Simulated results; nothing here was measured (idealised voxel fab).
Name of the process module below: voxel gate over fins
Displayed cross-section: cut, width of 195 nm, square cells sized 5 nm.
A cross-section is a grid of square cells, given in bands from the top down. A band is one or more rows of cells.
This entry defines a band. It first specifies the height of the band's top and the height of its bottom in nm, and then specifies the band's materials from left to right, stating each material with its width in nm. The word "full width" identifies a single material that fills the band from edge to edge, while the word "air" identifies empty space.
Heads up on the height convention: 0 is the point under which the incoming wafer is all one material, and the lowest band has no bottom, it just keeps going down, like "from 0 down".
You'd read "30 to 40" like this: the band's top row of cells is as wide as the first number, its bottom row is as wide as the second, and going down, every row changes width by the same amount as the row before did.
Take "nothing changed" at face value: in the step it is given for, the cross-section changed in none of its cells.
Entry "Encapsulated voids" = empty spaces >= 8 cells with no open way to the top; each as width x height at distance, distance from left edge, all nm.
It should be noted that, on the line of a given step, the content following the step's settings is a remark produced by the simulator itself with respect to that step.
"overlay nm" on a masked step: distance the mask lay right of its planned place, negative for left.

Process steps - plan
step 1: RECEIVE (material Si)
step 2: CONFORMAL_DEP (material SiN; thk nm 5)
step 3: PATTERN (tone cover; mask id FINS; material resist; width nm 15; pitch nm 45; thk nm 20; overlay nm 0)
step 4: DIRECTIONAL_ETCH (etch materials SiN; depth nm 5)
step 5: DIRECTIONAL_ETCH (etch materials Si; depth nm 30)
step 6: STRIP (etch materials resist)
step 7: OXIDIZE (depth nm 5)
step 8: FILL_DEP (material SiO2; thk nm 5)
step 9: CMP (height nm 5)
step 10: SELECTIVE_ETCH (etch materials SiO2; depth nm 20)
step 11: STRIP (etch materials SiN)
step 12: CONFORMAL_DEP (material HfO2; thk nm 5)
step 13: CONFORMAL_DEP (material TiN; thk nm 5)
step 14: FILL_DEP (material W; thk nm 10)
step 15: CMP (height nm 15)
step 16: CONFORMAL_DEP (material SiN; thk nm 10)

Here's what the wafer looked like in cross-section when it arrived - that's after step 1
* from 0 down  Si full width
* Encapsulated voids: none

Final cross-section, module run with one mistake (start and plan as above)
* from 25 to 15  SiN full width
* from 15 to 10  SiO2 full width
* from 10 to 5  SiO2=15, TiN=25, SiO2=20, TiN=25, SiO2=20, TiN=25, SiO2=20, TiN=25, SiO2=20
* from 5 to 0  SiO2=15, TiN=5, HfO2=15, TiN=5, SiO2=20, TiN=5, HfO2=15, TiN=5, SiO2=20, TiN=5, HfO2=15, TiN=5, SiO2=20, TiN=5, HfO2=15, TiN=5, SiO2=20
* from 0 to -5  SiO2=15, TiN=5, HfO2=5, Si=5, HfO2=5, TiN=5, SiO2=20, TiN=5, HfO2=5, Si=5, HfO2=5, TiN=5, SiO2=20, TiN=5, HfO2=5, Si=5, HfO2=5, TiN=5, SiO2=20, TiN=5, HfO2=5, Si=5, HfO2=5, TiN=5, SiO2=20
* from -5 to -10  TiN=20, HfO2=5, Si=5, HfO2=5, TiN=30, HfO2=5, Si=5, HfO2=5, TiN=30, HfO2=5, Si=5, HfO2=5, TiN=30, HfO2=5, Si=5, HfO2=5, TiN=25
* from -10 to -15  HfO2=25, Si=5, HfO2=40, Si=5, HfO2=40, Si=5, HfO2=40, Si=5, HfO2=30
* from -15 to -35  SiO2=25, Si=5, SiO2=40, Si=5, SiO2=40, Si=5, SiO2=40, Si=5, SiO2=30
* from -35 down  Si full width
* Encapsulated voids: none
So what did we get wrong on this run? step 14: run off-plan, actual operation and settings FILL_DEP (material SiO2; thk nm 10)
